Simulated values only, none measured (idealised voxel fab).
Documented hereafter: the process module known as voxel ribs on slabs.
For reference, the cross-section in this document is cut, with width 270 nm and square cells of 5 nm.
The cross-sections in this document take the form of a grid made of square cells. They are written out as bands, in order from top to bottom. Each band consists of one or more rows of cells. The band entry comprises the height of the band's top followed by the height of its bottom, expressed in nm, and subsequently the band's materials from left to right, each stated together with its width in nm. Where a single material is marked with the word "everywhere", that material fills the band from edge to edge. The word "air" represents empty space. The level at which height equals 0 is the one under which the wafer, as it arrives, is entirely one material. No lower edge exists for the bottom band, which continues downward and is notated as in "0..down". With a width like "30 to 40", each row of cells in the band differs from the next by the same amount, the top row carrying the first number and the bottom row the second. No cell of the cross-section changed in a step that is given as "no alterations made". Empty spaces without an open route to the top, at least 8 cells in extent, make up the entry "Enclosed empty spaces"; each is given as width x height at distance, where the distance is measured from the left edge, and all are in nm. If you see something after the settings on a step's line, that's the simulator's own remark about that step. overlay nm: where the mask lay relative to plan, measured to the right, on steps with a mask; negatives go left.
The process steps that were planned are listed below:
1. RECEIVE: material Si
2. DIRECTIONAL_DEP: material SiO2, thk nm 25
3. DIRECTIONAL_DEP: material polySi, thk nm 25
4. DIRECTIONAL_DEP: material aC, thk nm 15
5. PATTERN: tone cover, mask id RIB, material resist, width nm 15, thk nm 35, overlay nm 0
6. DIRECTIONAL_ETCH: etch materials aC, depth nm 15
7. STRIP: etch materials resist
8. DIRECTIONAL_ETCH: etch materials polySi, depth nm 15
9. STRIP: etch materials aC
10. PATTERN: tone cover, mask id SLAB, material resist, width nm 75, thk nm 20, overlay nm 0
11. DIRECTIONAL_ETCH: etch materials polySi, depth nm 10
12. STRIP: etch materials resist
13. FILL_DEP: material SiO2, thk nm 20
14. CMP: height nm 60
15. DIRECTIONAL_DEP: material W, thk nm 5
16. DIRECTIONAL_DEP: material aC, thk nm 10
17. PATTERN: tone cover, mask id HEATER, material resist, width nm 25, thk nm 30, overlay nm 0
18. DIRECTIONAL_ETCH: etch materials aC, depth nm 10
19. STRIP: etch materials resist
20. DIRECTIONAL_ETCH: etch materials W, depth nm 5
21. STRIP: etch materials aC
22. CONFORMAL_DEP: material SiO2, thk nm 5
First of two wafers: run as planned:
Cross-section of the wafer upon arrival, representing the state reached after step 1:
  0..down | Si everywhere
  Enclosed empty spaces: none
Wafer xsec, post step 2:
  25..0 | SiO2 everywhere
  Everything under 0 stays put, no change at all.
Wafer xsec, post step 3:
  50..25 | polySi everywhere
  Everything under 25 stays put, no change at all.
Wafer xsec, post step 4:
  65..50 | aC everywhere
  Everything under 50 stays put, no change at all.
Wafer xsec, post step 5:
  100..65 | air=125, then resist=15, then air=130
  Everything under 65 stays put, no change at all.
Wafer xsec, post step 6:
  85..65 | air=125, then resist=15, then air=130
  65..50 | air=125, then aC=15, then air=130
  Everything under 50 stays put, no change at all.
Wafer xsec, post step 7:
  65..50 | air=125, then aC=15, then air=130
  Everything under 50 stays put, no change at all.
Wafer xsec, post step 8:
  65..50 | air=125, then aC=15, then air=130
  50..35 | air=125, then polySi=15, then air=130
  Everything under 35 stays put, no change at all.
Wafer xsec, post step 9:
  50..35 | air=125, then polySi=15, then air=130
  Everything under 35 stays put, no change at all.
Wafer xsec, post step 10:
  70..50 | air=95, then resist=75, then air=100
  50..35 | air=95, then resist=30, then polySi=15, then resist=30, then air=100
  Everything under 35 stays put, no change at all.
Wafer xsec, post step 11:
  70..50 | air=95, then resist=75, then air=100
  50..35 | air=95, then resist=30, then polySi=15, then resist=30, then air=100
  35..25 | air=95, then polySi=75, then air=100
  Everything under 25 stays put, no change at all.
Wafer xsec, post step 12:
  50..35 | air=125, then polySi=15, then air=130
  Everything under 35 stays put, no change at all.
Wafer xsec, post step 13:
  70..50 | SiO2 everywhere
  50..35 | SiO2=125, then polySi=15, then SiO2=130
  35..25 | SiO2=95, then polySi=75, then SiO2=100
  Everything under 25 stays put, no change at all.
Wafer xsec, post step 14:
  60..50 | SiO2 everywhere
  Everything under 50 stays put, no change at all.
Wafer xsec, post step 15:
  65..60 | W everywhere
  Everything under 60 stays put, no change at all.
Wafer xsec, post step 16:
  75..65 | aC everywhere
  Everything under 65 stays put, no change at all.
Wafer xsec, post step 17:
  105..75 | air=120, then resist=25, then air=125
  Everything under 75 stays put, no change at all.
Wafer xsec, post step 18:
  95..75 | air=120, then resist=25, then air=125
  75..65 | air=120, then aC=25, then air=125
  Everything under 65 stays put, no change at all.
Wafer xsec, post step 19:
  75..65 | air=120, then aC=25, then air=125
  Everything under 65 stays put, no change at all.
Wafer xsec, post step 20:
  75..65 | air=120, then aC=25, then air=125
  65..60 | air=120, then W=25, then air=125
  Everything under 60 stays put, no change at all.
Wafer xsec, post step 21:
  65..60 | air=120, then W=25, then air=125
  Everything under 60 stays put, no change at all.
Wafer xsec, post step 22:
  70..65 | air=115, then SiO2=35, then air=120
  65..60 | SiO2=120, then W=25, then SiO2=125
  Everything under 60 stays put, no change at all.
The second wafer was prepared from the same starting point and under the same plan as the first; its processing contained one mistake, and it remains indistinguishable from the first wafer up to and including step 16:
Cross-sectional representation of the second wafer at the time designated in the plan for the completion of step 17:
  105..75 | air=130, then resist=25, then air=115
  Everything under 75 stays put, no change at all.
Cross-sectional representation of the second wafer at the time designated in the plan for the completion of step 18:
  95..75 | air=130, then resist=25, then air=115
  75..65 | air=130, then aC=25, then air=115
  Everything under 65 stays put, no change at all.
Cross-sectional representation of the second wafer at the time designated in the plan for the completion of step 19:
  75..65 | air=130, then aC=25, then air=115
  Everything under 65 stays put, no change at all.
Cross-sectional representation of the second wafer at the time designated in the plan for the completion of step 20:
  75..65 | air=130, then aC=25, then air=115
  65..60 | air=130, then W=25, then air=115
  Everything under 60 stays put, no change at all.
Cross-sectional representation of the second wafer at the time designated in the plan for the completion of step 21:
  65..60 | air=130, then W=25, then air=115
  Everything under 60 stays put, no change at all.
Cross-sectional representation of the second wafer at the time designated in the plan for the completion of step 22:
  70..65 | air=125, then SiO2=35, then air=110
  65..60 | SiO2=130, then W=25, then SiO2=115
  Everything under 60 stays put, no change at all.
What broke from the plan during processing? step 17 ran with different settings than intended, the actual operation and settings being PATTERN: tone cover, mask id HEATER, material resist, width nm 25, thk nm 30, overlay nm 10
End check, second vs first wafer: material counts in cells match, positions do not.
